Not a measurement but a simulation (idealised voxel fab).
Process module under the name voxel plated lines
Section shown: cut. Width: 180 nm. Cell size: 5 nm, square.
This document writes a cross-section as a grid whose cells are square, and gives it as bands, listed from the top down; one or more rows of cells form a band. Top, bottom (nm), then materials left to right with widths (nm); lone material tagged "full width" fills the whole band edge to edge; "air" = empty space. Heads up on the height convention: 0 is the point under which the incoming wafer is all one material, and the lowest band has no bottom, it just keeps going down, like "0..down". With a width like "30->40", each row of cells in the band differs from the next by the same amount, the top row carrying the first number and the bottom row the second. The designation "same as before", where it is given for a processing step, indicates that no cell of the cross-section was altered in the course of that step. Empty spaces counting at least 8 cells and having no open way to the top are listed in "Closed void roster". The notation width x height at distance is used for each, the distance being from the left edge and all three values in nm. Where a step's line continues beyond its settings, the continuation is a remark by the simulator itself on that step. overlay nm: where the mask lay relative to plan, measured to the right, on steps with a mask; negatives go left.

**List of planned process steps**
1,RECEIVE | material Si
2,CONFORMAL_DEP | material Al2O3 | thk nm 15
3,DIRECTIONAL_DEP | material TiN | thk nm 5
4,PATTERN | tone open | mask id LINES | material resist | width nm 15 | pitch nm 35 | thk nm 25 | overlay nm 0
5,EPI | material Ru | thk nm 10
6,EPI | material Ru | thk nm 10
7,STRIP | etch materials resist
8,DIRECTIONAL_ETCH | etch materials TiN | depth nm 5
9,CONFORMAL_DEP | material SiO2 | thk nm 10

**The first wafer of two, processed as planned**

**Incoming wafer in cross-section (state: after step 1)**
> 0..down  Si full width
> Closed void roster: none

**Cross-section of the wafer subsequent to step 2**
> 15..0  Al2O3 full width
> All layers under 0 are left as they were.

**Cross-section of the wafer subsequent to step 3**
> 20..15  TiN full width
> All layers under 15 are left as they were.

**Cross-section of the wafer subsequent to step 4**
> 45..20  65 nm resist  15 nm air  20 nm resist  15 nm air  65 nm resist
> All layers under 20 are left as they were.

**Cross-section of the wafer subsequent to step 5**
> 45..30  65 nm resist  15 nm air  20 nm resist  15 nm air  65 nm resist
> 30..20  65 nm resist  15 nm Ru  20 nm resist  15 nm Ru  65 nm resist
> All layers under 20 are left as they were.

**Cross-section of the wafer subsequent to step 6**
> 45..40  65 nm resist  15 nm air  20 nm resist  15 nm air  65 nm resist
> 40..20  65 nm resist  15 nm Ru  20 nm resist  15 nm Ru  65 nm resist
> All layers under 20 are left as they were.

**Cross-section of the wafer subsequent to step 7**
> 40..20  65 nm air  15 nm Ru  20 nm air  15 nm Ru  65 nm air
> All layers under 20 are left as they were.

**Cross-section of the wafer subsequent to step 8**
> 40..20  65 nm air  15 nm Ru  20 nm air  15 nm Ru  65 nm air
> 20..15  65 nm air  15 nm TiN  20 nm air  15 nm TiN  65 nm air
> All layers under 15 are left as they were.

**Cross-section of the wafer subsequent to step 9**
> 50..40  55 nm air  70 nm SiO2  55 nm air
> 40..25  55 nm air  10 nm SiO2  15 nm Ru  20 nm SiO2  15 nm Ru  10 nm SiO2  55 nm air
> 25..20  65 nm SiO2  15 nm Ru  20 nm SiO2  15 nm Ru  65 nm SiO2
> 20..15  65 nm SiO2  15 nm TiN  20 nm SiO2  15 nm TiN  65 nm SiO2
> All layers under 15 are left as they were.

**Wafer two of two - same starting point, same process plan, one mistake in execution; matches wafer one up to and including step 3**

**What the second wafer looks like in cross-section when step 4 should have wrapped up**
> 45..20  65 nm resist  20 nm air  15 nm resist  20 nm air  60 nm resist
> All layers under 20 are left as they were.

**What the second wafer looks like in cross-section when step 5 should have wrapped up**
> 45..30  65 nm resist  20 nm air  15 nm resist  20 nm air  60 nm resist
> 30..20  65 nm resist  20 nm Ru  15 nm resist  20 nm Ru  60 nm resist
> All layers under 20 are left as they were.

**What the second wafer looks like in cross-section when step 6 should have wrapped up**
> 45..40  65 nm resist  20 nm air  15 nm resist  20 nm air  60 nm resist
> 40..20  65 nm resist  20 nm Ru  15 nm resist  20 nm Ru  60 nm resist
> All layers under 20 are left as they were.

**What the second wafer looks like in cross-section when step 7 should have wrapped up**
> 40..20  65 nm air  20 nm Ru  15 nm air  20 nm Ru  60 nm air
> All layers under 20 are left as they were.

**What the second wafer looks like in cross-section when step 8 should have wrapped up**
> 40..20  65 nm air  20 nm Ru  15 nm air  20 nm Ru  60 nm air
> 20..15  65 nm air  20 nm TiN  15 nm air  20 nm TiN  60 nm air
> All layers under 15 are left as they were.

**What the second wafer looks like in cross-section when step 9 should have wrapped up**
> 50..40  55 nm air  75 nm SiO2  50 nm air
> 40..25  55 nm air  10 nm SiO2  20 nm Ru  15 nm SiO2  20 nm Ru  10 nm SiO2  50 nm air
> 25..20  65 nm SiO2  20 nm Ru  15 nm SiO2  20 nm Ru  60 nm SiO2
> 20..15  65 nm SiO2  20 nm TiN  15 nm SiO2  20 nm TiN  60 nm SiO2
> All layers under 15 are left as they were.
what went wrong: not per plan at step 4, really ran PATTERN | tone open | mask id LINES | material resist | width nm 20 | pitch nm 35 | thk nm 25 | overlay nm 0
Final wafer comparison in cells, second versus first, more or fewer per material: Ru +8; SiO2 -5; TiN +2
